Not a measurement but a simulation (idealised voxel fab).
The following process module bears the name voxel self aligned contacts.
Xsec cut, 280 nm wide, square cell size 5 nm.
Cross-section, as written here: a square-cell grid given band by band from the top down, where a band holds one or more rows of cells. Quick guide to a band line: top height, bottom height (nm) up front; then every material left to right with its width in nm. Only one material and it's marked "edge to edge"? Then it fills the band edge to edge. And "empty" just means empty space. Zero point of the height axis is 0; under it, received wafer = one material. Lowest band: continues down indefinitely, "0..down". You'd read "30 to 40" like this: the band's top row of cells is as wide as the first number, its bottom row is as wide as the second, and going down, every row changes width by the same amount as the row before did. "same as before" (step): cross-section cells unchanged, all of them. "Voids, sealed" lists enclosed empty spaces (at least 8 cells, no open path upward to the top), each as width x height at distance from the left edge, in nm. That trailing text on a step's line, after the settings, is the simulator's own remark on the step. "overlay nm", when on a step's line for a step with a mask, measures how far to the right of its planned place the mask lay; a negative measure means to the left.

[The planned process steps are enumerated hereunder]
1,RECEIVE, material Si
2,CONFORMAL_DEP, material SiO2, thk nm 5
3,DIRECTIONAL_DEP, material polySi, thk nm 20
4,DIRECTIONAL_DEP, material SiN, thk nm 20
5,MASKED_ETCH, tone cover, mask id GATE, width nm 30, pitch nm 65, etch materials SiN, depth nm 20, overlay nm 0
6,MASKED_ETCH, tone cover, mask id GATE, width nm 30, pitch nm 65, etch materials polySi, depth nm 20, overlay nm 0
7,CONFORMAL_DEP, material SiN, thk nm 10
8,DIRECTIONAL_ETCH, etch materials SiN, depth nm 10
9,FILL_DEP, material SiO2, thk nm 15
10,CMP, height nm 50
11,PATTERN, tone open, mask id CONTACT, material resist, width nm 45, pitch nm 65, thk nm 15, overlay nm 0
12,DIRECTIONAL_ETCH, etch materials SiO2, depth nm 50
13,STRIP, etch materials resist
14,CONFORMAL_DEP, material TiN, thk nm 5
15,FILL_DEP, material Ru, thk nm 10
16,CMP, height nm 50
17,CONFORMAL_DEP, material SiN, thk nm 5

[The following pertains to the first of two wafers, which was processed as planned]

[Cross-section, incoming material, after step 1]
- 0..down = Si edge to edge
- Voids, sealed: none

[Step 2 done - wafer cross-section]
- 5..0 = SiO2 edge to edge
- Heights below 0 show no change.

[Step 3 done - wafer cross-section]
- 25..5 = polySi edge to edge
- Heights below 5 show no change.

[Step 4 done - wafer cross-section]
- 45..25 = SiN edge to edge
- Heights below 25 show no change.

[Step 5 done - wafer cross-section]
- 45..25 = 60 empty, 30 SiN, 35 empty, 30 SiN, 35 empty, 30 SiN, 60 empty
- Heights below 25 show no change.

[Step 6 done - wafer cross-section]
- 45..25 = 60 empty, 30 SiN, 35 empty, 30 SiN, 35 empty, 30 SiN, 60 empty
- 25..5 = 60 empty, 30 polySi, 35 empty, 30 polySi, 35 empty, 30 polySi, 60 empty
- Heights below 5 show no change.

[Step 7 done - wafer cross-section]
- 55..25 = 50 empty, 50 SiN, 15 empty, 50 SiN, 15 empty, 50 SiN, 50 empty
- 25..15 = 50 empty, 10 SiN, 30 polySi, 10 SiN, 15 empty, 10 SiN, 30 polySi, 10 SiN, 15 empty, 10 SiN, 30 polySi, 10 SiN, 50 empty
- 15..5 = 60 SiN, 30 polySi, 35 SiN, 30 polySi, 35 SiN, 30 polySi, 60 SiN
- Heights below 5 show no change.

[Step 8 done - wafer cross-section]
- 45..25 = 50 empty, 50 SiN, 15 empty, 50 SiN, 15 empty, 50 SiN, 50 empty
- 25..5 = 50 empty, 10 SiN, 30 polySi, 10 SiN, 15 empty, 10 SiN, 30 polySi, 10 SiN, 15 empty, 10 SiN, 30 polySi, 10 SiN, 50 empty
- Heights below 5 show no change.

[Step 9 done - wafer cross-section]
- 60..45 = SiO2 edge to edge
- 45..25 = 50 SiO2, 50 SiN, 15 SiO2, 50 SiN, 15 SiO2, 50 SiN, 50 SiO2
- 25..5 = 50 SiO2, 10 SiN, 30 polySi, 10 SiN, 15 SiO2, 10 SiN, 30 polySi, 10 SiN, 15 SiO2, 10 SiN, 30 polySi, 10 SiN, 50 SiO2
- Heights below 5 show no change.

[Step 10 done - wafer cross-section]
- 50..45 = SiO2 edge to edge
- Heights below 45 show no change.

[Step 11 done - wafer cross-section]
- 65..50 = 85 resist, 45 empty, 20 resist, 45 empty, 85 resist
- Heights below 50 show no change.

[Step 12 done - wafer cross-section]
- 65..50 = 85 resist, 45 empty, 20 resist, 45 empty, 85 resist
- 50..45 = 85 SiO2, 45 empty, 20 SiO2, 45 empty, 85 SiO2
- 45..25 = 50 SiO2, 50 SiN, 15 empty, 50 SiN, 15 empty, 50 SiN, 50 SiO2
- 25..5 = 50 SiO2, 10 SiN, 30 polySi, 10 SiN, 15 empty, 10 SiN, 30 polySi, 10 SiN, 15 empty, 10 SiN, 30 polySi, 10 SiN, 50 SiO2
- 5..0 = 100 SiO2, 15 empty, 50 SiO2, 15 empty, 100 SiO2
- Heights below 0 show no change.

[Step 13 done - wafer cross-section]
- 50..45 = 85 SiO2, 45 empty, 20 SiO2, 45 empty, 85 SiO2
- Heights below 45 show no change.

[Step 14 done - wafer cross-section]
- 55..50 = 90 TiN, 35 empty, 30 TiN, 35 empty, 90 TiN
- 50..45 = 85 SiO2, 20 TiN, 5 empty, 20 TiN, 20 SiO2, 20 TiN, 5 empty, 20 TiN, 85 SiO2
- 45..25 = 50 SiO2, 50 SiN, 5 TiN, 5 empty, 5 TiN, 50 SiN, 5 TiN, 5 empty, 5 TiN, 50 SiN, 50 SiO2
- 25..5 = 50 SiO2, 10 SiN, 30 polySi, 10 SiN, 5 TiN, 5 empty, 5 TiN, 10 SiN, 30 polySi, 10 SiN, 5 TiN, 5 empty, 5 TiN, 10 SiN, 30 polySi, 10 SiN, 50 SiO2
- 5..0 = 100 SiO2, 15 TiN, 50 SiO2, 15 TiN, 100 SiO2
- Heights below 0 show no change.

[Step 15 done - wafer cross-section]
- 65..55 = Ru edge to edge
- 55..50 = 90 TiN, 35 Ru, 30 TiN, 35 Ru, 90 TiN
- 50..45 = 85 SiO2, 20 TiN, 5 Ru, 20 TiN, 20 SiO2, 20 TiN, 5 Ru, 20 TiN, 85 SiO2
- 45..25 = 50 SiO2, 50 SiN, 5 TiN, 5 Ru, 5 TiN, 50 SiN, 5 TiN, 5 Ru, 5 TiN, 50 SiN, 50 SiO2
- 25..5 = 50 SiO2, 10 SiN, 30 polySi, 10 SiN, 5 TiN, 5 Ru, 5 TiN, 10 SiN, 30 polySi, 10 SiN, 5 TiN, 5 Ru, 5 TiN, 10 SiN, 30 polySi, 10 SiN, 50 SiO2
- Heights below 5 show no change.

[Step 16 done - wafer cross-section]
- 50..45 = 85 SiO2, 20 TiN, 5 Ru, 20 TiN, 20 SiO2, 20 TiN, 5 Ru, 20 TiN, 85 SiO2
- Heights below 45 show no change.

[Step 17 done - wafer cross-section]
- 55..50 = SiN edge to edge
- Heights below 50 show no change.

[second wafer: like start, like plan, one mistake. Through step 10 it matches the first wafer]

[Cross-section of the second wafer at the time step 11 of the plan should have ended]
- 65..50 = 95 resist, 45 empty, 20 resist, 45 empty, 75 resist
- Heights below 50 show no change.

[Cross-section of the second wafer at the time step 12 of the plan should have ended]
- 65..50 = 95 resist, 45 empty, 20 resist, 45 empty, 75 resist
- 50..45 = 95 SiO2, 45 empty, 20 SiO2, 45 empty, 75 SiO2
- 45..25 = 50 SiO2, 50 SiN, 15 empty, 50 SiN, 15 empty, 50 SiN, 50 SiO2
- 25..5 = 50 SiO2, 10 SiN, 30 polySi, 10 SiN, 15 empty, 10 SiN, 30 polySi, 10 SiN, 15 empty, 10 SiN, 30 polySi, 10 SiN, 50 SiO2
- 5..0 = 100 SiO2, 15 empty, 50 SiO2, 15 empty, 100 SiO2
- Heights below 0 show no change.

[Cross-section of the second wafer at the time step 13 of the plan should have ended]
- 50..45 = 95 SiO2, 45 empty, 20 SiO2, 45 empty, 75 SiO2
- Heights below 45 show no change.

[Cross-section of the second wafer at the time step 14 of the plan should have ended]
- 55..50 = 100 TiN, 35 empty, 30 TiN, 35 empty, 80 TiN
- 50..45 = 95 SiO2, 10 TiN, 5 empty, 30 TiN, 20 SiO2, 10 TiN, 5 empty, 30 TiN, 75 SiO2
- 45..25 = 50 SiO2, 50 SiN, 5 TiN, 5 empty, 5 TiN, 50 SiN, 5 TiN, 5 empty, 5 TiN, 50 SiN, 50 SiO2
- 25..5 = 50 SiO2, 10 SiN, 30 polySi, 10 SiN, 5 TiN, 5 empty, 5 TiN, 10 SiN, 30 polySi, 10 SiN, 5 TiN, 5 empty, 5 TiN, 10 SiN, 30 polySi, 10 SiN, 50 SiO2
- 5..0 = 100 SiO2, 15 TiN, 50 SiO2, 15 TiN, 100 SiO2
- Heights below 0 show no change.

[Cross-section of the second wafer at the time step 15 of the plan should have ended]
- 65..55 = Ru edge to edge
- 55..50 = 100 TiN, 35 Ru, 30 TiN, 35 Ru, 80 TiN
- 50..45 = 95 SiO2, 10 TiN, 5 Ru, 30 TiN, 20 SiO2, 10 TiN, 5 Ru, 30 TiN, 75 SiO2
- 45..25 = 50 SiO2, 50 SiN, 5 TiN, 5 Ru, 5 TiN, 50 SiN, 5 TiN, 5 Ru, 5 TiN, 50 SiN, 50 SiO2
- 25..5 = 50 SiO2, 10 SiN, 30 polySi, 10 SiN, 5 TiN, 5 Ru, 5 TiN, 10 SiN, 30 polySi, 10 SiN, 5 TiN, 5 Ru, 5 TiN, 10 SiN, 30 polySi, 10 SiN, 50 SiO2
- Heights below 5 show no change.

[Cross-section of the second wafer at the time step 16 of the plan should have ended]
- 50..45 = 95 SiO2, 10 TiN, 5 Ru, 30 TiN, 20 SiO2, 10 TiN, 5 Ru, 30 TiN, 75 SiO2
- Heights below 45 show no change.

[Cross-section of the second wafer at the time step 17 of the plan should have ended]
- 55..50 = SiN edge to edge
- Heights below 50 show no change.
What was the processing mistake? step 11 ran with different settings than intended, the actual operation and settings being PATTERN, tone open, mask id CONTACT, material resist, width nm 45, pitch nm 65, thk nm 15, overlay nm 10
End check, second vs first wafer: material counts in cells match, positions do not.
